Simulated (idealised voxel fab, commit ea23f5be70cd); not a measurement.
Module name: voxel released beams (process module)
For reference, the cross-section in this document is cut, with width 295 nm and square cells of 5 nm.
This document writes a cross-section as a grid whose cells are square, and gives it as bands, listed from the top down; one or more rows of cells form a band. This entry defines a band. It first specifies the height of the band's top and the height of its bottom in nm, and then specifies the band's materials from left to right, stating each material with its width in nm. The word "full width" identifies a single material that fills the band from edge to edge, while the word "empty" identifies empty space. For the purposes of this specification, 0 denotes the height below which the wafer in its as-received condition is composed wholly of one material, and the lowermost band, lacking a lower limit, extends downward without end, as expressed in "top 0, no bottom". The expression "30..40" gives the width at the extremes of the band, the first number at its top row of cells and the second at its bottom row, with the width changing by equal amounts from each row to the next in between. No cell of the cross-section changed in a step that is given as "no modifications". "Encapsulated voids" - sealed voids, min. 8 cells, no opening to top; format: width x height at distance (distance from left edge; nm throughout). Whatever follows a step's settings on its line is a remark the simulator itself makes about that step. overlay nm: for a step with a mask, the amount by which the mask lay right of where it was planned; a negative amount means left of it.

[plan]
1,RECEIVE with material Si
2,CONFORMAL_DEP with material SiN, thk nm 5
3,DIRECTIONAL_DEP with material SiO2, thk nm 10
4,PATTERN with tone open, mask id ANCHOR, material resist, width nm 40, thk nm 20, overlay nm 0
5,DIRECTIONAL_ETCH with etch materials SiO2, depth nm 10
6,STRIP with etch materials resist
7,CONFORMAL_DEP with material TiN, thk nm 15
8,DIRECTIONAL_DEP with material aC, thk nm 10
9,PATTERN with tone cover, mask id BEAM, material resist, width nm 120, thk nm 25, overlay nm 0
10,DIRECTIONAL_ETCH with etch materials aC, depth nm 10
11,STRIP with etch materials resist
12,DIRECTIONAL_ETCH with etch materials TiN, depth nm 15
13,STRIP with etch materials aC
14,STRIP with etch materials SiO2

[Incoming wafer in cross-section (state: after step 1)]
  top 0, no bottom  Si full width
  Encapsulated voids: none

[End-of-module XS, first of two wafers, run as planned]
  top 30, bottom 20  empty (85) | TiN (20) | empty (10) | TiN (90) | empty (90)
  top 20, bottom 15  empty (85) | TiN (120) | empty (90)
  top 15, bottom 5  empty (90) | TiN (40) | empty (165)
  top 5, bottom 0  SiN full width
  top 0, no bottom  Si full width
  Encapsulated voids: none

[Presented here is a cross-section of the second of the two wafers as it stood at the end of the module. It was started in the same manner and assigned the same plan as the first wafer; however, one mistake was made in its execution]
  top 30, bottom 20  empty (95) | TiN (10) | empty (10) | TiN (100) | empty (80)
  top 20, bottom 15  empty (95) | TiN (120) | empty (80)
  top 15, bottom 5  empty (90) | TiN (40) | empty (165)
  top 5, bottom 0  SiN full width
  top 0, no bottom  Si full width
  Encapsulated voids: none
Heads up, the wafer didn't run the way we planned it: the process deviated at step 9: the operation and settings actually run there were PATTERN with tone cover, mask id BEAM, material resist, width nm 120, thk nm 25, overlay nm 10
If you tally the cells, the second wafer ends up with the same amount of every material as the first; it's all just sitting in different places.
